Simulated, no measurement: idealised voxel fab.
Proc. module: voxel capacitor over wiring
250 nm wide, 5 nm square cells: that's cross-section cut.
In this document a cross-section is written as a grid of square cells. It is given as a series of bands, listed from the top down, and a band is one or more rows of cells.
Basically the band line says how high the top is and how high the bottom is, in nm, and then what's in it from left to right, every material with its width in nm. Empty space shows up as "empty", and if a single material carries "edge to edge" it runs the full band edge to edge.
Beneath 0, the wafer as received is one material, and that level is where height counting begins. The lowest band goes on downward without a bottom; it is written like "0 -> down".
A width given as "30->40" starts at the first number in the band's top row and ends at the second number in its bottom row, shifting by an equal amount at every step from row to row.
A step reported as "no modification" is a step in which no cell of the cross-section changed.
Basically, "Closed void table" tells you about the enclosed voids: empty spaces with no open way to the top, 8 cells or bigger, each written width x height at distance, where distance is from the left edge, all in nm.
after a step's settings: what the simulator itself notes on the step
overlay nm: step with mask; distance mask lay right of planned place; negative value = left of planned place.
Intended process steps
- 1: RECEIVE | material Si
- 2: CONFORMAL_DEP | material SiO2 | thk nm 10
- 3: DIRECTIONAL_DEP | material TiN | thk nm 5
- 4: DIRECTIONAL_DEP | material Ru | thk nm 25
- 5: PATTERN | tone cover | mask id METAL_1 | material resist | width nm 30 | pitch nm 80 | thk nm 20 | overlay nm 0
- 6: DIRECTIONAL_ETCH | etch materials Ru | depth nm 25
- 7: DIRECTIONAL_ETCH | etch materials TiN | depth nm 5
- 8: STRIP | etch materials resist
- 9: CONFORMAL_DEP | material SiN | thk nm 5
- 10: FILL_DEP | material SiO2 | thk nm 10
- 11: CMP | height nm 40
- 12: CONFORMAL_DEP | material SiCN | thk nm 5
- 13: DIRECTIONAL_DEP | material SiO2 | thk nm 15
- 14: PATTERN | tone open | mask id PLUG_1 | material resist | width nm 15 | thk nm 20 | overlay nm 0
- 15: DIRECTIONAL_ETCH | etch materials SiO2 | depth nm 15
- 16: DIRECTIONAL_ETCH | etch materials SiCN | depth nm 5
- 17: STRIP | etch materials resist
- 18: CONFORMAL_DEP | material TiN | thk nm 5
- 19: FILL_DEP | material Cu | thk nm 5
- 20: CMP | height nm 60
- 21: DIRECTIONAL_DEP | material TiN | thk nm 5
- 22: DIRECTIONAL_DEP | material SiN | thk nm 5
- 23: DIRECTIONAL_DEP | material TiN | thk nm 10
- 24: PATTERN | tone cover | mask id UPPER_PLATE | material resist | width nm 55 | thk nm 20 | overlay nm 0
- 25: DIRECTIONAL_ETCH | etch materials TiN | depth nm 10
- 26: DIRECTIONAL_ETCH | etch materials SiN | depth nm 5
- 27: STRIP | etch materials resist
- 28: PATTERN | tone cover | mask id LOWER_PLATE | material resist | width nm 65 | thk nm 15 | overlay nm 0
- 29: DIRECTIONAL_ETCH | etch materials TiN | depth nm 5
- 30: STRIP | etch materials resist
- 31: FILL_DEP | material SiO2 | thk nm 20
- 32: CMP | height nm 95
- 33: DIRECTIONAL_DEP | material aC | thk nm 15
- 34: PATTERN | tone open | mask id PLUG_2 | material resist | width nm 15 | thk nm 35 | overlay nm 0
- 35: DIRECTIONAL_ETCH | etch materials aC | depth nm 15
- 36: STRIP | etch materials resist
- 37: DIRECTIONAL_ETCH | etch materials SiO2 | depth nm 15
- 38: STRIP | etch materials aC
- 39: CONFORMAL_DEP | material TiN | thk nm 5
- 40: FILL_DEP | material W | thk nm 10
- 41: CMP | height nm 95
- 42: CONFORMAL_DEP | material SiN | thk nm 5
Shown in cross-section is the wafer as received, that is, as it stands after step 1
* 0 -> down  Si edge to edge
* Closed void table: none
The first of two wafers, cross-sectioned at the end of the module, with the run proceeding as planned
* 100 -> 95  SiN edge to edge
* 95 -> 85  95 of SiO2 | 5 of TiN | 5 of W | 5 of TiN | 140 of SiO2
* 85 -> 80  95 of SiO2 | 15 of TiN | 140 of SiO2
* 80 -> 70  85 of SiO2 | 55 of TiN | 110 of SiO2
* 70 -> 65  85 of SiO2 | 55 of SiN | 110 of SiO2
* 65 -> 60  80 of SiO2 | 65 of TiN | 105 of SiO2
* 60 -> 45  85 of SiO2 | 5 of TiN | 5 of Cu | 5 of TiN | 150 of SiO2
* 45 -> 40  85 of SiCN | 15 of TiN | 150 of SiCN
* 40 -> 15  65 of SiO2 | 5 of SiN | 30 of Ru | 5 of SiN | 40 of SiO2 | 5 of SiN | 30 of Ru | 5 of SiN | 65 of SiO2
* 15 -> 10  70 of SiN | 30 of TiN | 50 of SiN | 30 of TiN | 70 of SiN
* 10 -> 0  SiO2 edge to edge
* 0 -> down  Si edge to edge
* Closed void table: none
Cross-section at end of module for the second wafer of two, which matched the first in starting point and plan and differed by one mistake in its processing
* 100 -> 95  SiN edge to edge
* 95 -> 80  Ru edge to edge
* 80 -> 70  85 of Ru | 55 of TiN | 110 of Ru
* 70 -> 65  85 of Ru | 55 of SiN | 110 of Ru
* 65 -> 60  80 of Ru | 65 of TiN | 105 of Ru
* 60 -> 45  85 of SiO2 | 5 of TiN | 5 of Cu | 5 of TiN | 150 of SiO2
* 45 -> 40  85 of SiCN | 15 of TiN | 150 of SiCN
* 40 -> 15  65 of SiO2 | 5 of SiN | 30 of Ru | 5 of SiN | 40 of SiO2 | 5 of SiN | 30 of Ru | 5 of SiN | 65 of SiO2
* 15 -> 10  70 of SiN | 30 of TiN | 50 of SiN | 30 of TiN | 70 of SiN
* 10 -> 0  SiO2 edge to edge
* 0 -> down  Si edge to edge
* Closed void table: none
Plan not followed: it should be noted that step 31 was executed with settings other than those planned, the operation and settings actually applied being FILL_DEP | material Ru | thk nm 20
In the final state, the cell counts of the second wafer exceed or fall short of those of the first for the following materials: +304 Ru, -295 SiO2, -7 TiN, -2 W
